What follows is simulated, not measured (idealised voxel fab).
process module | voxel self aligned vias
cross-section cut | 275 nm wide | cells 5 nm
A cross-section is a grid of square cells, given in bands from the top down. A band is one or more rows of cells.
Each band's line starts with the height of the band's top and of its bottom, in nm. Then come its materials from left to right, each with its width in nm. One material with "throughout" fills the band from edge to edge. "air" is empty space.
Height 0 is the level under which the wafer as received is all one material. The lowest band goes on downwards, as in "0 down".
A width such as "30 to 40" changes by the same amount from each row of cells to the next, from the band's top row to its bottom row.
"no change" after a step means that no cell of the cross-section changed.
closed voids: empty space of 8 cells or more with no open way to the top, each as width x height at its distance from the left edge, in nm
after a step's settings: what the simulator itself notes on the step
overlay nm, on a step with a mask: how far to the right of its planned place the mask lay; to the left if negative
plan
1 op RECEIVE | material Si
2 op CONFORMAL_DEP | material SiO2 | thk nm 15
3 op CONFORMAL_DEP | material SiCN | thk nm 5
4 op DIRECTIONAL_DEP | material SiO2 | thk nm 25
5 op PATTERN | tone open | mask id LINES | material resist | width nm 25 | pitch nm 75 | thk nm 15 | overlay nm -15
6 op DIRECTIONAL_ETCH | etch materials SiO2 | depth nm 25
7 op STRIP | etch materials resist
8 op CONFORMAL_DEP | material TiN | thk nm 5
9 op FILL_DEP | material Ru | thk nm 10
10 op CMP | height nm 45
11 op SELECTIVE_ETCH | etch materials W Ru TiN | depth nm 10
12 op FILL_DEP | material SiN | thk nm 5
13 op CMP | height nm 45
14 op DIRECTIONAL_DEP | material SiO2 | thk nm 15
15 op PATTERN | tone open | mask id VIAS | material resist | width nm 45 | pitch nm 150 | thk nm 20 | overlay nm 0
16 op DIRECTIONAL_ETCH | etch materials SiO2 | depth nm 15
17 op DIRECTIONAL_ETCH | etch materials SiN | depth nm 10
18 op STRIP | etch materials resist
19 op CONFORMAL_DEP | material TiN | thk nm 5
20 op FILL_DEP | material W | thk nm 5
21 op CMP | height nm 60
22 op CONFORMAL_DEP | material SiN | thk nm 5
varied across the wafers: overlay nm of step 5. The plan shows the first wafer's value. All wafers start alike
first wafer as received, after step 1
  0 down: Si throughout
  closed voids: none
each wafer at the end: cells of each material gained (+) or lost (-) since it was received, then its closed voids
overlay nm -15 | +18 Ru | +55 SiCN | +69 SiN | +476 SiO2 | +61 TiN | +36 W | closed voids: none
overlay nm -10 | +18 Ru | +55 SiCN | +65 SiN | +476 SiO2 | +61 TiN | +40 W | closed voids: none
overlay nm -5 | +18 Ru | +55 SiCN | +65 SiN | +476 SiO2 | +61 TiN | +40 W | closed voids: none
overlay nm 0 | +18 Ru | +55 SiCN | +65 SiN | +476 SiO2 | +61 TiN | +40 W | closed voids: none
overlay nm 5 | +18 Ru | +55 SiCN | +65 SiN | +476 SiO2 | +61 TiN | +40 W | closed voids: none
overlay nm 10 | +18 Ru | +55 SiCN | +65 SiN | +476 SiO2 | +61 TiN | +40 W | closed voids: none
overlay nm 15 | +18 Ru | +55 SiCN | +69 SiN | +476 SiO2 | +61 TiN | +36 W | closed voids: none
